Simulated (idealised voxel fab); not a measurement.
process module | voxel gate over fins
cross-section cut | 225 nm wide | cells 5 nm
A cross-section is a grid of square cells, given in bands from the top down. A band is one or more rows of cells.
Each band's line starts with the height of the band's top and of its bottom, in nm. Then come its materials from left to right, each with its width in nm. One material with "throughout" fills the band from edge to edge. "air" is empty space.
Height 0 is the level under which the wafer as received is all one material. The lowest band goes on downwards, as in "0 down".
A width such as "30 to 40" changes by the same amount from each row of cells to the next, from the band's top row to its bottom row.
"no change" after a step means that no cell of the cross-section changed.
closed voids: empty space of 8 cells or more with no open way to the top, each as width x height at its distance from the left edge, in nm
after a step's settings: what the simulator itself notes on the step
overlay nm, on a step with a mask: how far to the right of its planned place the mask lay; to the left if negative
plan
1 op RECEIVE | material Si
2 op CONFORMAL_DEP | material SiN | thk nm 10
3 op DIRECTIONAL_DEP | material aC | thk nm 15
4 op PATTERN | tone cover | mask id FINS | material resist | width nm 15 | pitch nm 55 | thk nm 35 | overlay nm 0
5 op DIRECTIONAL_ETCH | etch materials aC | depth nm 15
6 op STRIP | etch materials resist
7 op DIRECTIONAL_ETCH | etch materials SiN | depth nm 10
8 op DIRECTIONAL_ETCH | etch materials Si | depth nm 40
9 op STRIP | etch materials aC
10 op OXIDIZE | depth nm 5
11 op FILL_DEP | material SiO2 | thk nm 5
12 op CMP | height nm 10
13 op DIRECTIONAL_DEP | material aC | thk nm 10
14 op PATTERN | tone open | mask id RAIL | material resist | width nm 15 | thk nm 30 | overlay nm 0
15 op DIRECTIONAL_ETCH | etch materials aC | depth nm 10
16 op STRIP | etch materials resist
17 op DIRECTIONAL_ETCH | etch materials SiO2 | depth nm 45
18 op STRIP | etch materials aC
19 op CONFORMAL_DEP | material TiN | thk nm 5
20 op FILL_DEP | material Ru | thk nm 10
21 op CMP | height nm 10
22 op SELECTIVE_ETCH | etch materials W Ru TiN | depth nm 30
23 op FILL_DEP | material SiO2 | thk nm 5
24 op CMP | height nm 10
25 op SELECTIVE_ETCH | etch materials SiO2 | depth nm 25
26 op STRIP | etch materials SiN
27 op CONFORMAL_DEP | material HfO2 | thk nm 5
28 op CONFORMAL_DEP | material TiN | thk nm 5
29 op CONFORMAL_DEP | material TiAl | thk nm 5
30 op CONFORMAL_DEP | material TiN | thk nm 5
31 op FILL_DEP | material W | thk nm 10
32 op CMP | height nm 25
33 op CONFORMAL_DEP | material SiCN | thk nm 10
as received, after step 1
  0 down: Si throughout
  closed voids: none
first wafer at the end, as planned
  35 to 25: SiCN throughout
  25 to 20: W throughout
  20 to 15: W 60 | TiN 45 | W 10 | TiN 45 | W 65
  15 to 10: W 60 | TiN 5 | TiAl 35 | TiN 5 | W 10 | TiN 5 | TiAl 35 | TiN 5 | W 65
  10 to 5: W 60 | TiN 5 | TiAl 5 | TiN 25 | TiAl 5 | TiN 5 | W 10 | TiN 5 | TiAl 5 | TiN 25 | TiAl 5 | TiN 5 | W 65
  5 to 0: TiN 65 | TiAl 5 | TiN 5 | HfO2 15 | TiN 5 | TiAl 5 | TiN 20 | TiAl 5 | TiN 5 | HfO2 15 | TiN 5 | TiAl 5 | TiN 70
  0 to -5: TiAl 70 | TiN 5 | HfO2 5 | Si 5 | HfO2 5 | TiN 5 | TiAl 30 | TiN 5 | HfO2 5 | Si 5 | HfO2 5 | TiN 5 | TiAl 75
  -5 to -10: TiN 75 | HfO2 5 | Si 5 | HfO2 5 | TiN 40 | HfO2 5 | Si 5 | HfO2 5 | TiN 80
  -10 to -15: HfO2 80 | Si 5 | HfO2 50 | Si 5 | HfO2 85
  -15 to -20: SiO2 80 | Si 5 | SiO2 50 | Si 5 | SiO2 85
  -20 to -30: SiO2 80 | Si 5 | SiO2 15 | TiN 5 | Ru 5 | TiN 5 | SiO2 20 | Si 5 | SiO2 85
  -30 to -35: SiO2 80 | Si 5 | SiO2 15 | TiN 15 | SiO2 20 | Si 5 | SiO2 85
  -35 to -45: SiO2 80 | Si 5 | SiO2 50 | Si 5 | SiO2 85
  -45 down: Si throughout
  closed voids: none
second wafer at the end: like start, like plan, one mistake
  35 to 25: SiCN throughout
  25 to 20: W throughout
  20 to 15: W 60 | TiN 45 | W 10 | TiN 45 | W 65
  15 to 10: W 60 | TiN 5 | TiAl 35 | TiN 5 | W 10 | TiN 5 | TiAl 35 | TiN 5 | W 65
  10 to 5: W 60 | TiN 5 | TiAl 5 | TiN 25 | TiAl 5 | TiN 5 | W 10 | TiN 5 | TiAl 5 | TiN 25 | TiAl 5 | TiN 5 | W 65
  5 to 0: W 60 | TiN 5 | TiAl 5 | TiN 5 | HfO2 15 | TiN 5 | TiAl 5 | TiN 5 | W 10 | TiN 5 | TiAl 5 | TiN 5 | HfO2 15 | TiN 5 | TiAl 5 | TiN 5 | W 65
  0 to -5: W 60 | TiN 5 | TiAl 5 | TiN 5 | HfO2 5 | Si 5 | HfO2 5 | TiN 5 | TiAl 5 | TiN 20 | TiAl 5 | TiN 5 | HfO2 5 | Si 5 | HfO2 5 | TiN 5 | TiAl 5 | TiN 5 | W 65
  -5 to -10: W 60 | TiN 5 | TiAl 5 | TiN 5 | HfO2 5 | Si 5 | HfO2 5 | TiN 5 | TiAl 30 | TiN 5 | HfO2 5 | Si 5 | HfO2 5 | TiN 5 | TiAl 5 | TiN 5 | W 65
  -10 to -15: W 60 | TiN 5 | TiAl 5 | TiN 5 | HfO2 5 | Si 5 | HfO2 5 | TiN 40 | HfO2 5 | Si 5 | HfO2 5 | TiN 5 | TiAl 5 | TiN 5 | W 65
  -15 to -20: W 60 | TiN 5 | TiAl 5 | TiN 5 | HfO2 5 | Si 5 | HfO2 5 | TiN 5 | HfO2 25 | TiN 10 | HfO2 5 | Si 5 | HfO2 5 | TiN 5 | TiAl 5 | TiN 5 | W 65
  -20 to -25: TiN 65 | TiAl 5 | TiN 5 | HfO2 5 | Si 5 | HfO2 5 | TiN 5 | HfO2 5 | TiN 5 | Ru 5 | TiN 5 | HfO2 5 | TiN 10 | HfO2 5 | Si 5 | HfO2 5 | TiN 5 | TiAl 5 | TiN 70
  -25 to -30: TiAl 70 | TiN 5 | HfO2 5 | Si 5 | HfO2 5 | TiN 5 | HfO2 5 | TiN 5 | Ru 5 | TiN 5 | HfO2 5 | TiN 10 | HfO2 5 | Si 5 | HfO2 5 | TiN 5 | TiAl 75
  -30 to -35: TiN 75 | HfO2 5 | Si 5 | HfO2 5 | TiN 5 | HfO2 5 | TiN 15 | HfO2 5 | TiN 10 | HfO2 5 | Si 5 | HfO2 5 | TiN 80
  -35 to -40: HfO2 80 | Si 5 | HfO2 20 | SiO2 5 | HfO2 25 | Si 5 | HfO2 85
  -40 to -45: SiO2 80 | Si 5 | SiO2 50 | Si 5 | SiO2 85
  -45 down: Si throughout
  closed voids: none
what went wrong: step 25 was run twice
at the end the second wafer has, in cells: 30 more of HfO2 | 205 fewer of SiO2 | 12 more of TiAl | 36 more of TiN | 127 more of W
